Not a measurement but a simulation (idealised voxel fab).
process module | voxel self aligned vias
cross-section cut | 285 nm wide | cells 5 nm
A cross-section is a grid of square cells, given in bands from the top down. A band is one or more rows of cells.
Each band's line starts with the height of the band's top and of its bottom, in nm. Then come its materials from left to right, each with its width in nm. One material with "throughout" fills the band from edge to edge. "air" is empty space.
Height 0 is the level under which the wafer as received is all one material. The lowest band goes on downwards, as in "0 down".
A width such as "30 to 40" changes by the same amount from each row of cells to the next, from the band's top row to its bottom row.
"no change" after a step means that no cell of the cross-section changed.
closed voids: empty space of 8 cells or more with no open way to the top, each as width x height at its distance from the left edge, in nm
after a step's settings: what the simulator itself notes on the step
overlay nm, on a step with a mask: how far to the right of its planned place the mask lay; to the left if negative
plan
1 op RECEIVE | material Si
2 op CONFORMAL_DEP | material SiO2 | thk nm 10
3 op CONFORMAL_DEP | material SiCN | thk nm 5
4 op DIRECTIONAL_DEP | material SiO2 | thk nm 25
5 op PATTERN | tone open | mask id LINES | material resist | width nm 20 | pitch nm 55 | thk nm 15 | overlay nm 0
6 op DIRECTIONAL_ETCH | etch materials SiO2 | depth nm 25
7 op STRIP | etch materials resist
8 op CONFORMAL_DEP | material TiN | thk nm 5
9 op FILL_DEP | material Ru | thk nm 5
10 op CMP | height nm 40
11 op SELECTIVE_ETCH | etch materials W Ru TiN | depth nm 10
12 op FILL_DEP | material SiN | thk nm 5
13 op CMP | height nm 40
14 op DIRECTIONAL_DEP | material SiO2 | thk nm 20
15 op PATTERN | tone open | mask id VIAS | material resist | width nm 40 | pitch nm 110 | thk nm 20 | overlay nm 0
16 op DIRECTIONAL_ETCH | etch materials SiO2 | depth nm 20
17 op DIRECTIONAL_ETCH | etch materials SiN | depth nm 10
18 op STRIP | etch materials resist
19 op CONFORMAL_DEP | material TiN | thk nm 5
20 op FILL_DEP | material Ru | thk nm 5
21 op CMP | height nm 60
22 op CONFORMAL_DEP | material SiCN | thk nm 5
as received, after step 1
  0 down: Si throughout
  closed voids: none
a wafer at the end: this start, this plan, one mistake
  65 to 60: SiCN throughout
  60 to 45: SiO2 65 | TiN 5 | Ru 30 | TiN 5 | SiO2 70 | TiN 5 | Ru 30 | TiN 5 | SiO2 70
  45 to 40: SiO2 65 | TiN 40 | SiO2 70 | TiN 40 | SiO2 70
  40 to 35: SiCN throughout
  35 to 0: SiO2 throughout
  0 down: Si throughout
  closed voids: none
what went wrong: steps 3 and 4 were swapped
